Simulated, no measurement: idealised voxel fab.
The process module that follows is named voxel transistor to metal.
We display cut, a cross-section 180 nm in width whose square cells are each 5 nm.
Each cross-section below is a grid of square cells, stated as bands in top-down order, with one or more rows of cells making up each band. The entry gives the band's vertical extent as a top height and a bottom height in nm, then its horizontal make-up as materials from left to right, each with a width in nm. "blank" stands for empty space; a single material marked "edge to edge" fills the band edge to edge. Height 0 is the level under which the wafer as received is all one material. The lowest band goes on downwards, as in "top 0, no bottom". Per-row width for "30->40": begins at first number (top row of band), ends at second number (bottom row), increment between rows held constant. Key: "nothing different" - step with no changed cell in the cross-section. "Unvented voids": sealed empty spaces, 8 cells or more, no open way to top, listed width x height at distance, with distance from the left edge and width, height and distance in nm. Anything after a step's settings on that line? It's the simulator's own note about the step. overlay nm, on a step with a mask: how far to the right of its planned place the mask lay; to the left if negative.
## plan
1,RECEIVE,material Si
2,CONFORMAL_DEP,material SiO2,thk nm 5
3,CONFORMAL_DEP,material SiN,thk nm 15
4,MASKED_ETCH,tone cover,mask id ACTIVE,width nm 115,etch materials SiN,depth nm 15,overlay nm 0
5,MASKED_ETCH,tone cover,mask id ACTIVE,width nm 115,etch materials SiO2,depth nm 5,overlay nm 0
6,MASKED_ETCH,tone cover,mask id ACTIVE,width nm 115,etch materials Si,depth nm 25,overlay nm 0
7,OXIDIZE,depth nm 5
8,FILL_DEP,material SiO2,thk nm 10
9,CMP,height nm 20
10,SELECTIVE_ETCH,etch materials SiO2,depth nm 15
11,STRIP,etch materials SiN
12,SELECTIVE_ETCH,etch materials SiO2,depth nm 5
13,OXIDIZE,depth nm 5
14,DIRECTIONAL_DEP,material polySi,thk nm 30
15,DIRECTIONAL_DEP,material SiCN,thk nm 15
16,PATTERN,tone cover,mask id GATE,material resist,width nm 25,thk nm 15,overlay nm 0
17,DIRECTIONAL_ETCH,etch materials SiCN,depth nm 25
18,DIRECTIONAL_ETCH,etch materials polySi,depth nm 40
19,STRIP,etch materials resist
20,CONFORMAL_DEP,material SiN,thk nm 10
21,DIRECTIONAL_ETCH,etch materials SiN,depth nm 10
22,DIRECTIONAL_ETCH,etch materials SiO2,depth nm 5
23,DIRECTIONAL_ETCH,etch materials Si,depth nm 10
24,EPI,material pSi,thk nm 15
25,FILL_DEP,material SiO2,thk nm 10
26,CMP,height nm 45
27,DIRECTIONAL_DEP,material SiO2,thk nm 15
28,DIRECTIONAL_DEP,material aC,thk nm 15
29,PATTERN,tone open,mask id CONTACT,material resist,width nm 15,pitch nm 80,thk nm 30,overlay nm 0
30,DIRECTIONAL_ETCH,etch materials aC,depth nm 15
31,STRIP,etch materials resist
32,DIRECTIONAL_ETCH,etch materials SiO2,depth nm 60
33,STRIP,etch materials aC
34,CONFORMAL_DEP,material TiN,thk nm 5
35,FILL_DEP,material Ru,thk nm 5
36,CMP,height nm 60
37,CONFORMAL_DEP,material SiN,thk nm 5
38,DIRECTIONAL_DEP,material SiO2,thk nm 15
39,DIRECTIONAL_DEP,material aC,thk nm 10
40,PATTERN,tone open,mask id METAL_1,material resist,width nm 15,pitch nm 80,thk nm 30,overlay nm 0
41,DIRECTIONAL_ETCH,etch materials aC,depth nm 10
42,STRIP,etch materials resist
43,DIRECTIONAL_ETCH,etch materials SiO2,depth nm 15
44,DIRECTIONAL_ETCH,etch materials SiN,depth nm 5
45,STRIP,etch materials aC
46,CONFORMAL_DEP,material TiN,thk nm 5
47,FILL_DEP,material Ru,thk nm 5
48,CMP,height nm 80
49,CONFORMAL_DEP,material SiCN,thk nm 5
50,DIRECTIONAL_DEP,material SiO2,thk nm 30
51,DIRECTIONAL_DEP,material aC,thk nm 10
52,PATTERN,tone open,mask id METAL_2,material resist,width nm 15,pitch nm 80,thk nm 25,overlay nm 0
53,DIRECTIONAL_ETCH,etch materials aC,depth nm 10
54,STRIP,etch materials resist
55,DIRECTIONAL_ETCH,etch materials SiO2,depth nm 20
56,STRIP,etch materials aC
57,MASKED_ETCH,tone open,mask id METAL_2_HOLES,width nm 15,pitch nm 80,etch materials SiO2,depth nm 10,overlay nm 0
58,MASKED_ETCH,tone open,mask id METAL_2_HOLES,width nm 15,pitch nm 80,etch materials SiCN,depth nm 5,overlay nm 0
59,CONFORMAL_DEP,material TiN,thk nm 5
60,FILL_DEP,material Cu,thk nm 10
61,CMP,height nm 115
62,CONFORMAL_DEP,material SiN,thk nm 5
## Cross-section of the wafer at receipt, which is the condition after step 1
top 0, no bottom  Si edge to edge
Unvented voids: none
## The plan above was carried out on the starting structure above with one mistake, and this cross-section shows the wafer at the end of the module
top 120, bottom 115  SiN edge to edge
top 115, bottom 85  SiO2 40, TiN 5, Cu 5, TiN 5, SiO2 65, TiN 5, Cu 5, TiN 5, SiO2 45
top 85, bottom 80  SiCN 40, TiN 15, SiCN 65, TiN 15, SiCN 45
top 80, bottom 65  SiO2 40, TiN 5, Ru 5, TiN 5, SiO2 65, TiN 5, Ru 5, TiN 5, SiO2 45
top 65, bottom 60  SiN 40, TiN 15, SiN 65, TiN 15, SiN 45
top 60, bottom 45  SiO2 40, TiN 5, Ru 5, TiN 5, SiO2 65, TiN 5, Ru 5, TiN 5, SiO2 45
top 45, bottom 30  SiO2 40, TiN 5, Ru 5, TiN 5, SiO2 15, SiN 10, SiCN 20, SiN 10, SiO2 10, TiN 5, Ru 5, TiN 5, SiO2 45
top 30, bottom 15  SiO2 40, TiN 5, Ru 5, TiN 5, SiO2 15, SiN 10, polySi 20, SiN 10, SiO2 10, TiN 5, Ru 5, TiN 5, SiO2 45
top 15, bottom 10  SiO2 40, TiN 5, Ru 5, TiN 5, SiO2 15, SiN 10, polySi 20, SiN 10, SiO2 10, TiN 15, SiO2 45
top 10, bottom 5  SiO2 40, TiN 5, Ru 5, TiN 5, pSi 15, SiN 10, polySi 20, SiN 10, pSi 15, TiN 10, SiO2 45
top 5, bottom 0  SiO2 40, TiN 15, pSi 15, SiN 10, polySi 20, SiN 10, pSi 15, TiN 10, SiO2 45
top 0, bottom -5  SiO2 30, pSi 40, SiO2 40, pSi 35, SiO2 35
top -5, bottom -15  SiO2 35, pSi 35, Si 40, pSi 30, SiO2 40
top -15, bottom -30  SiO2 35, Si 105, SiO2 40
top -30, no bottom  Si edge to edge
Unvented voids: none
Misprocessing identified: step 16 deviated from plan and actually ran as PATTERN,tone cover,mask id GATE,material resist,width nm 20,thk nm 15,overlay nm 0
